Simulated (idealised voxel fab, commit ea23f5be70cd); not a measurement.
process module | voxel self aligned contacts
cross-section cut | 210 nm wide | cells 5 nm
A cross-section is a grid of square cells, given in bands from the top down. A band is one or more rows of cells.
Each band's line starts with the height of the band's top and of its bottom, in nm. Then come its materials from left to right, each with its width in nm. One material with "throughout" fills the band from edge to edge. "air" is empty space.
Height 0 is the level under which the wafer as received is all one material. The lowest band goes on downwards, as in "0 down".
A width such as "30 to 40" changes by the same amount from each row of cells to the next, from the band's top row to its bottom row.
"no change" after a step means that no cell of the cross-section changed.
closed voids: empty space of 8 cells or more with no open way to the top, each as width x height at its distance from the left edge, in nm
after a step's settings: what the simulator itself notes on the step
overlay nm, on a step with a mask: how far to the right of its planned place the mask lay; to the left if negative
plan
1 op RECEIVE | material Si
2 op OXIDIZE | depth nm 5
3 op DIRECTIONAL_DEP | material polySi | thk nm 20
4 op DIRECTIONAL_DEP | material SiN | thk nm 15
5 op MASKED_ETCH | tone cover | mask id GATE | width nm 35 | pitch nm 65 | etch materials SiN | depth nm 15 | overlay nm 0
6 op MASKED_ETCH | tone cover | mask id GATE | width nm 35 | pitch nm 65 | etch materials polySi | depth nm 20 | overlay nm 0
7 op CONFORMAL_DEP | material SiN | thk nm 5
8 op DIRECTIONAL_ETCH | etch materials SiN | depth nm 5
9 op FILL_DEP | material SiO2 | thk nm 10
10 op CMP | height nm 40
11 op MASKED_ETCH | tone open | mask id CONTACT | width nm 40 | etch materials SiO2 | depth nm 45 | overlay nm 0
12 op CONFORMAL_DEP | material TiN | thk nm 5
13 op FILL_DEP | material W | thk nm 10
14 op CMP | height nm 40
15 op CONFORMAL_DEP | material SiN | thk nm 5
varied across the wafers: width nm of step 11. The plan shows the first wafer's value. All wafers start alike
first wafer as received, after step 1
  0 down: Si throughout
  closed voids: none
each wafer at the end: cells of each material gained (+) or lost (-) since it was received, then its closed voids
width nm 40 | -42 Si | +112 SiN | +212 SiO2 | +24 TiN | +16 W | +56 polySi | closed voids: none
width nm 45 | -42 Si | +112 SiN | +211 SiO2 | +25 TiN | +16 W | +56 polySi | closed voids: none
width nm 50 | -42 Si | +112 SiN | +210 SiO2 | +26 TiN | +16 W | +56 polySi | closed voids: none
width nm 55 | -42 Si | +112 SiN | +209 SiO2 | +27 TiN | +16 W | +56 polySi | closed voids: none
width nm 60 | -42 Si | +112 SiN | +208 SiO2 | +28 TiN | +16 W | +56 polySi | closed voids: none
width nm 65 | -42 Si | +112 SiN | +207 SiO2 | +29 TiN | +16 W | +56 polySi | closed voids: none
